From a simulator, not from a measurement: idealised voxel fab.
process module | voxel gate over fins
cross-section cut | 235 nm wide | cells 5 nm
A cross-section is a grid of square cells, given in bands from the top down. A band is one or more rows of cells.
Each band's line starts with the height of the band's top and of its bottom, in nm. Then come its materials from left to right, each with its width in nm. One material with "throughout" fills the band from edge to edge. "air" is empty space.
Height 0 is the level under which the wafer as received is all one material. The lowest band goes on downwards, as in "0 down".
A width such as "30 to 40" changes by the same amount from each row of cells to the next, from the band's top row to its bottom row.
"no change" after a step means that no cell of the cross-section changed.
closed voids: empty space of 8 cells or more with no open way to the top, each as width x height at its distance from the left edge, in nm
after a step's settings: what the simulator itself notes on the step
overlay nm, on a step with a mask: how far to the right of its planned place the mask lay; to the left if negative
plan
1 op RECEIVE | material Si
2 op CONFORMAL_DEP | material SiN | thk nm 10
3 op MASKED_ETCH | tone cover | mask id FINS | width nm 15 | pitch nm 50 | etch materials SiN | depth nm 10 | overlay nm 0
4 op MASKED_ETCH | tone cover | mask id FINS | width nm 15 | pitch nm 50 | etch materials Si | depth nm 30 | overlay nm 0
5 op OXIDIZE | depth nm 5
6 op FILL_DEP | material SiO2 | thk nm 10
7 op CMP | height nm 10
8 op PATTERN | tone open | mask id RAIL | material resist | width nm 15 | thk nm 15 | overlay nm 0
9 op DIRECTIONAL_ETCH | etch materials SiO2 | depth nm 35
10 op STRIP | etch materials resist
11 op CONFORMAL_DEP | material TiN | thk nm 5
12 op FILL_DEP | material W | thk nm 5
13 op CMP | height nm 10
14 op SELECTIVE_ETCH | etch materials W Ru TiN | depth nm 30
15 op FILL_DEP | material SiO2 | thk nm 5
16 op CMP | height nm 10
17 op SELECTIVE_ETCH | etch materials SiO2 | depth nm 20
18 op STRIP | etch materials SiN
19 op CONFORMAL_DEP | material HfO2 | thk nm 5
20 op CONFORMAL_DEP | material TiN | thk nm 5
21 op CONFORMAL_DEP | material TiAl | thk nm 5
22 op CONFORMAL_DEP | material TiN | thk nm 5
23 op FILL_DEP | material W | thk nm 10
24 op CMP | height nm 25
25 op CONFORMAL_DEP | material SiN | thk nm 5
as received, after step 1
  0 down: Si throughout
  closed voids: none
first wafer at the end, as planned
  30 to 25: SiN throughout
  25 to 20: W throughout
  20 to 15: W 20 | TiN 45 | W 5 | TiN 45 | W 5 | TiN 45 | W 5 | TiN 45 | W 20
  15 to 10: W 20 | TiN 5 | TiAl 35 | TiN 5 | W 5 | TiN 5 | TiAl 35 | TiN 5 | W 5 | TiN 5 | TiAl 35 | TiN 5 | W 5 | TiN 5 | TiAl 35 | TiN 5 | W 20
  10 to 5: TiN 25 | TiAl 5 | TiN 25 | TiAl 5 | TiN 15 | TiAl 5 | TiN 25 | TiAl 5 | TiN 15 | TiAl 5 | TiN 25 | TiAl 5 | TiN 15 | TiAl 5 | TiN 25 | TiAl 5 | TiN 25
  5 to 0: TiAl 30 | TiN 5 | HfO2 15 | TiN 5 | TiAl 25 | TiN 5 | HfO2 15 | TiN 5 | TiAl 25 | TiN 5 | HfO2 15 | TiN 5 | TiAl 25 | TiN 5 | HfO2 15 | TiN 5 | TiAl 30
  0 to -5: TiN 35 | HfO2 5 | Si 5 | HfO2 5 | TiN 35 | HfO2 5 | Si 5 | HfO2 5 | TiN 35 | HfO2 5 | Si 5 | HfO2 5 | TiN 35 | HfO2 5 | Si 5 | HfO2 5 | TiN 35
  -5 to -10: HfO2 40 | Si 5 | HfO2 45 | Si 5 | HfO2 45 | Si 5 | HfO2 45 | Si 5 | HfO2 40
  -10 to -20: SiO2 40 | Si 5 | SiO2 45 | Si 5 | SiO2 45 | Si 5 | SiO2 45 | Si 5 | SiO2 40
  -20 to -25: SiO2 40 | Si 5 | SiO2 15 | TiN 15 | SiO2 15 | Si 5 | SiO2 45 | Si 5 | SiO2 45 | Si 5 | SiO2 40
  -25 to -35: SiO2 40 | Si 5 | SiO2 45 | Si 5 | SiO2 45 | Si 5 | SiO2 45 | Si 5 | SiO2 40
  -35 down: Si throughout
  closed voids: none
second wafer at the end: like start, like plan, one mistake
  30 to 25: SiN throughout
  25 to 20: W 40 | TiN 5 | TiAl 45 | TiN 5 | W 140
  20 to 15: W 20 | TiN 25 | TiAl 5 | TiN 35 | TiAl 5 | TiN 25 | W 5 | TiN 45 | W 5 | TiN 45 | W 20
  15 to 10: W 20 | TiN 5 | TiAl 25 | TiN 5 | HfO2 25 | TiN 5 | TiAl 25 | TiN 5 | W 5 | TiN 5 | TiAl 35 | TiN 5 | W 5 | TiN 5 | TiAl 35 | TiN 5 | W 20
  10 to 5: TiN 25 | TiAl 5 | TiN 25 | HfO2 5 | TiAl 5 | HfO2 5 | TiAl 5 | HfO2 5 | TiN 25 | TiAl 5 | TiN 15 | TiAl 5 | TiN 25 | TiAl 5 | TiN 15 | TiAl 5 | TiN 25 | TiAl 5 | TiN 25
  5 to 0: TiAl 30 | TiN 5 | HfO2 15 | TiN 5 | HfO2 5 | TiAl 5 | HfO2 5 | TiAl 5 | HfO2 5 | TiN 5 | HfO2 15 | TiN 5 | TiAl 25 | TiN 5 | HfO2 15 | TiN 5 | TiAl 25 | TiN 5 | HfO2 15 | TiN 5 | TiAl 30
  0 to -5: TiN 35 | HfO2 5 | Si 5 | HfO2 5 | TiN 5 | HfO2 5 | TiAl 5 | HfO2 5 | TiAl 5 | HfO2 5 | TiN 5 | HfO2 5 | Si 5 | HfO2 5 | TiN 35 | HfO2 5 | Si 5 | HfO2 5 | TiN 35 | HfO2 5 | Si 5 | HfO2 5 | TiN 35
  -5 to -10: HfO2 40 | Si 5 | HfO2 15 | TiAl 5 | HfO2 5 | TiAl 5 | HfO2 15 | Si 5 | HfO2 45 | Si 5 | HfO2 45 | Si 5 | HfO2 40
  -10 to -20: SiO2 40 | Si 5 | SiO2 15 | TiAl 5 | SiO2 5 | TiAl 5 | SiO2 15 | Si 5 | SiO2 45 | Si 5 | SiO2 45 | Si 5 | SiO2 40
  -20 to -25: SiO2 40 | Si 5 | SiO2 15 | TiAl 15 | SiO2 15 | Si 5 | SiO2 45 | Si 5 | SiO2 45 | Si 5 | SiO2 40
  -25 to -35: SiO2 40 | Si 5 | SiO2 45 | Si 5 | SiO2 45 | Si 5 | SiO2 45 | Si 5 | SiO2 40
  -35 down: Si throughout
  closed voids: none
what went wrong: step 11 ran as: op CONFORMAL_DEP | material TiAl | thk nm 5
at the end the second wafer has, in cells: 12 more of HfO2 | 4 fewer of SiO2 | 15 more of TiAl | 10 fewer of TiN | 13 fewer of W
